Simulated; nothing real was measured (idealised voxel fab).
process module | voxel capacitor over wiring
cross-section cut | 290 nm wide | cells 5 nm
A cross-section is a grid of square cells, given in bands from the top down. A band is one or more rows of cells.
Each band's line starts with the height of the band's top and of its bottom, in nm. Then come its materials from left to right, each with its width in nm. One material with "throughout" fills the band from edge to edge. "air" is empty space.
Height 0 is the level under which the wafer as received is all one material. The lowest band goes on downwards, as in "0 down".
A width such as "30 to 40" changes by the same amount from each row of cells to the next, from the band's top row to its bottom row.
"no change" after a step means that no cell of the cross-section changed.
closed voids: empty space of 8 cells or more with no open way to the top, each as width x height at its distance from the left edge, in nm
after a step's settings: what the simulator itself notes on the step
overlay nm, on a step with a mask: how far to the right of its planned place the mask lay; to the left if negative
plan
1 op RECEIVE | material Si
2 op CONFORMAL_DEP | material SiO2 | thk nm 15
3 op CONFORMAL_DEP | material SiN | thk nm 5
4 op DIRECTIONAL_DEP | material lowk | thk nm 25
5 op DIRECTIONAL_DEP | material aC | thk nm 10
6 op PATTERN | tone open | mask id METAL_1 | material resist | width nm 30 | pitch nm 85 | thk nm 30 | overlay nm 0
7 op DIRECTIONAL_ETCH | etch materials aC | depth nm 10
8 op STRIP | etch materials resist
9 op DIRECTIONAL_ETCH | etch materials lowk | depth nm 25
10 op DIRECTIONAL_ETCH | etch materials SiN | depth nm 5
11 op STRIP | etch materials aC
12 op CONFORMAL_DEP | material TiN | thk nm 5
13 op FILL_DEP | material W | thk nm 5
14 op CMP | height nm 45
15 op CONFORMAL_DEP | material SiCN | thk nm 5
16 op DIRECTIONAL_DEP | material SiO2 | thk nm 15
17 op MASKED_ETCH | tone open | mask id PLUG_1 | width nm 15 | etch materials SiO2 | depth nm 15 | overlay nm 0
18 op MASKED_ETCH | tone open | mask id PLUG_1 | width nm 15 | etch materials SiCN | depth nm 5 | overlay nm 0
19 op EPI | material Ru | thk nm 10
20 op EPI | material Ru | thk nm 10
21 op DIRECTIONAL_DEP | material TiN | thk nm 5
22 op DIRECTIONAL_DEP | material HfO2 | thk nm 5
23 op DIRECTIONAL_DEP | material TiN | thk nm 10
24 op MASKED_ETCH | tone cover | mask id UPPER_PLATE | width nm 60 | etch materials TiN | depth nm 10 | overlay nm 0
25 op MASKED_ETCH | tone cover | mask id UPPER_PLATE | width nm 60 | etch materials HfO2 | depth nm 5 | overlay nm 0
26 op DIRECTIONAL_DEP | material aC | thk nm 10
27 op PATTERN | tone cover | mask id LOWER_PLATE | material resist | width nm 70 | thk nm 25 | overlay nm 0
28 op DIRECTIONAL_ETCH | etch materials aC | depth nm 10
29 op STRIP | etch materials resist
30 op DIRECTIONAL_ETCH | etch materials TiN | depth nm 5
31 op STRIP | etch materials aC
32 op FILL_DEP | material SiO2 | thk nm 20
33 op CMP | height nm 100
34 op DIRECTIONAL_DEP | material aC | thk nm 15
35 op PATTERN | tone open | mask id PLUG_2 | material resist | width nm 15 | thk nm 30 | overlay nm 0
36 op DIRECTIONAL_ETCH | etch materials aC | depth nm 15
37 op STRIP | etch materials resist
38 op DIRECTIONAL_ETCH | etch materials SiO2 | depth nm 15
39 op STRIP | etch materials aC
40 op CONFORMAL_DEP | material TiN | thk nm 5
41 op FILL_DEP | material Cu | thk nm 5
42 op CMP | height nm 100
43 op CONFORMAL_DEP | material SiN | thk nm 5
first wafer, as planned
as received, after step 1
  0 down: Si throughout
  closed voids: none
after step 2
  15 to 0: SiO2 throughout
  below 0: unchanged
after step 3
  20 to 15: SiN throughout
  below 15: unchanged
after step 4
  45 to 20: lowk throughout
  below 20: unchanged
after step 5
  55 to 45: aC throughout
  below 45: unchanged
after step 6
  85 to 55: resist 85 | air 30 | resist 55 | air 30 | resist 90
  below 55: unchanged
after step 7
  75 to 55: resist 85 | air 30 | resist 55 | air 30 | resist 90
  55 to 45: aC 85 | air 30 | aC 55 | air 30 | aC 90
  below 45: unchanged
after step 8
  55 to 45: aC 85 | air 30 | aC 55 | air 30 | aC 90
  below 45: unchanged
after step 9
  55 to 45: aC 85 | air 30 | aC 55 | air 30 | aC 90
  45 to 20: lowk 85 | air 30 | lowk 55 | air 30 | lowk 90
  below 20: unchanged
after step 10
  55 to 45: aC 85 | air 30 | aC 55 | air 30 | aC 90
  45 to 20: lowk 85 | air 30 | lowk 55 | air 30 | lowk 90
  20 to 15: SiN 85 | air 30 | SiN 55 | air 30 | SiN 90
  below 15: unchanged
after step 11
  45 to 20: lowk 85 | air 30 | lowk 55 | air 30 | lowk 90
  below 20: unchanged
after step 12
  50 to 45: TiN 90 | air 20 | TiN 65 | air 20 | TiN 95
  45 to 20: lowk 85 | TiN 5 | air 20 | TiN 5 | lowk 55 | TiN 5 | air 20 | TiN 5 | lowk 90
  20 to 15: SiN 85 | TiN 30 | SiN 55 | TiN 30 | SiN 90
  below 15: unchanged
after step 13
  55 to 50: W throughout
  50 to 45: TiN 90 | W 20 | TiN 65 | W 20 | TiN 95
  45 to 20: lowk 85 | TiN 5 | W 20 | TiN 5 | lowk 55 | TiN 5 | W 20 | TiN 5 | lowk 90
  below 20: unchanged
after step 14
  45 to 20: lowk 85 | TiN 5 | W 20 | TiN 5 | lowk 55 | TiN 5 | W 20 | TiN 5 | lowk 90
  below 20: unchanged
after step 15
  50 to 45: SiCN throughout
  below 45: unchanged
after step 16
  65 to 50: SiO2 throughout
  below 50: unchanged
after step 17
  65 to 50: SiO2 100 | air 15 | SiO2 175
  below 50: unchanged
after step 18
  65 to 50: SiO2 100 | air 15 | SiO2 175
  50 to 45: SiCN 100 | air 15 | SiCN 175
  below 45: unchanged
after step 19
  65 to 55: SiO2 100 | air 15 | SiO2 175
  55 to 50: SiO2 100 | Ru 15 | SiO2 175
  50 to 45: SiCN 100 | Ru 15 | SiCN 175
  below 45: unchanged
after step 20
  65 to 50: SiO2 100 | Ru 15 | SiO2 175
  below 50: unchanged
after step 21
  70 to 65: TiN throughout
  below 65: unchanged
after step 22
  75 to 70: HfO2 throughout
  below 70: unchanged
after step 23
  85 to 75: TiN throughout
  below 75: unchanged
after step 24
  85 to 75: air 100 | TiN 60 | air 130
  below 75: unchanged
after step 25
  85 to 75: air 100 | TiN 60 | air 130
  75 to 70: air 100 | HfO2 60 | air 130
  below 70: unchanged
after step 26
  95 to 85: air 100 | aC 60 | air 130
  85 to 80: air 100 | TiN 60 | air 130
  80 to 75: aC 100 | TiN 60 | aC 130
  75 to 70: aC 100 | HfO2 60 | aC 130
  below 70: unchanged
after step 27
  120 to 95: air 95 | resist 70 | air 125
  95 to 85: air 95 | resist 5 | aC 60 | resist 5 | air 125
  85 to 80: air 95 | resist 5 | TiN 60 | resist 5 | air 125
  below 80: unchanged
after step 28
  110 to 95: air 95 | resist 70 | air 125
  95 to 85: air 95 | resist 5 | aC 60 | resist 5 | air 125
  85 to 80: air 95 | resist 5 | TiN 60 | resist 5 | air 125
  80 to 75: air 95 | aC 5 | TiN 60 | aC 5 | air 125
  75 to 70: air 95 | aC 5 | HfO2 60 | aC 5 | air 125
  below 70: unchanged
after step 29
  95 to 85: air 100 | aC 60 | air 130
  85 to 80: air 100 | TiN 60 | air 130
  below 80: unchanged
after step 30
  95 to 85: air 100 | aC 60 | air 130
  85 to 80: air 100 | TiN 60 | air 130
  80 to 75: air 95 | aC 5 | TiN 60 | aC 5 | air 125
  75 to 70: air 95 | aC 5 | HfO2 60 | aC 5 | air 125
  70 to 65: air 95 | TiN 70 | air 125
  below 65: unchanged
after step 31
  85 to 75: air 100 | TiN 60 | air 130
  75 to 70: air 100 | HfO2 60 | air 130
  below 70: unchanged
after step 32
  105 to 85: SiO2 throughout
  85 to 75: SiO2 100 | TiN 60 | SiO2 130
  75 to 70: SiO2 100 | HfO2 60 | SiO2 130
  70 to 65: SiO2 95 | TiN 70 | SiO2 125
  below 65: unchanged
after step 33
  100 to 85: SiO2 throughout
  below 85: unchanged
after step 34
  115 to 100: aC throughout
  below 100: unchanged
after step 35
  145 to 115: resist 110 | air 15 | resist 165
  below 115: unchanged
after step 36
  130 to 115: resist 110 | air 15 | resist 165
  115 to 100: aC 110 | air 15 | aC 165
  below 100: unchanged
after step 37
  115 to 100: aC 110 | air 15 | aC 165
  below 100: unchanged
after step 38
  115 to 100: aC 110 | air 15 | aC 165
  100 to 85: SiO2 110 | air 15 | SiO2 165
  below 85: unchanged
after step 39
  100 to 85: SiO2 110 | air 15 | SiO2 165
  below 85: unchanged
after step 40
  105 to 100: TiN 115 | air 5 | TiN 170
  100 to 90: SiO2 110 | TiN 5 | air 5 | TiN 5 | SiO2 165
  90 to 85: SiO2 110 | TiN 15 | SiO2 165
  below 85: unchanged
after step 41
  110 to 105: Cu throughout
  105 to 100: TiN 115 | Cu 5 | TiN 170
  100 to 90: SiO2 110 | TiN 5 | Cu 5 | TiN 5 | SiO2 165
  below 90: unchanged
after step 42
  100 to 90: SiO2 110 | TiN 5 | Cu 5 | TiN 5 | SiO2 165
  below 90: unchanged
after step 43
  105 to 100: SiN throughout
  below 100: unchanged
second wafer: like start, like plan, one mistake. Through step 20 it matches the first wafer
when step 21 should have ended
  70 to 65: HfO2 throughout
  below 65: unchanged
when step 22 should have ended
  75 to 70: TiN throughout
  below 70: unchanged
when step 23 should have ended
  85 to 70: TiN throughout
  below 70: unchanged
when step 24 should have ended
  85 to 75: air 100 | TiN 60 | air 130
  below 75: unchanged
when step 25 should have ended: no change
when step 26 should have ended
  95 to 85: air 100 | aC 60 | air 130
  85 to 75: aC 100 | TiN 60 | aC 130
  below 75: unchanged
when step 27 should have ended
  120 to 95: air 95 | resist 70 | air 125
  95 to 85: air 95 | resist 5 | aC 60 | resist 5 | air 125
  below 85: unchanged
when step 28 should have ended
  110 to 95: air 95 | resist 70 | air 125
  95 to 85: air 95 | resist 5 | aC 60 | resist 5 | air 125
  85 to 75: air 95 | aC 5 | TiN 60 | aC 5 | air 125
  below 75: unchanged
when step 29 should have ended
  95 to 85: air 100 | aC 60 | air 130
  below 85: unchanged
when step 30 should have ended
  95 to 85: air 100 | aC 60 | air 130
  85 to 75: air 95 | aC 5 | TiN 60 | aC 5 | air 125
  75 to 70: air 95 | TiN 70 | air 125
  below 70: unchanged
when step 31 should have ended
  85 to 75: air 100 | TiN 60 | air 130
  below 75: unchanged
when step 32 should have ended
  105 to 85: SiO2 throughout
  85 to 75: SiO2 100 | TiN 60 | SiO2 130
  75 to 70: SiO2 95 | TiN 70 | SiO2 125
  below 70: unchanged
when step 33 should have ended
  100 to 85: SiO2 throughout
  below 85: unchanged
when step 34 should have ended
  115 to 100: aC throughout
  below 100: unchanged
when step 35 should have ended
  145 to 115: resist 110 | air 15 | resist 165
  below 115: unchanged
when step 36 should have ended
  130 to 115: resist 110 | air 15 | resist 165
  115 to 100: aC 110 | air 15 | aC 165
  below 100: unchanged
when step 37 should have ended
  115 to 100: aC 110 | air 15 | aC 165
  below 100: unchanged
when step 38 should have ended
  115 to 100: aC 110 | air 15 | aC 165
  100 to 85: SiO2 110 | air 15 | SiO2 165
  below 85: unchanged
when step 39 should have ended
  100 to 85: SiO2 110 | air 15 | SiO2 165
  below 85: unchanged
when step 40 should have ended
  105 to 100: TiN 115 | air 5 | TiN 170
  100 to 90: SiO2 110 | TiN 5 | air 5 | TiN 5 | SiO2 165
  90 to 85: SiO2 110 | TiN 15 | SiO2 165
  below 85: unchanged
when step 41 should have ended
  110 to 105: Cu throughout
  105 to 100: TiN 115 | Cu 5 | TiN 170
  100 to 90: SiO2 110 | TiN 5 | Cu 5 | TiN 5 | SiO2 165
  below 90: unchanged
when step 42 should have ended
  100 to 90: SiO2 110 | TiN 5 | Cu 5 | TiN 5 | SiO2 165
  below 90: unchanged
when step 43 should have ended
  105 to 100: SiN throughout
  below 100: unchanged
what went wrong: steps 21 and 22 were swapped
at the end the second wafer has, in cells: 46 more of HfO2 | 46 fewer of SiO2
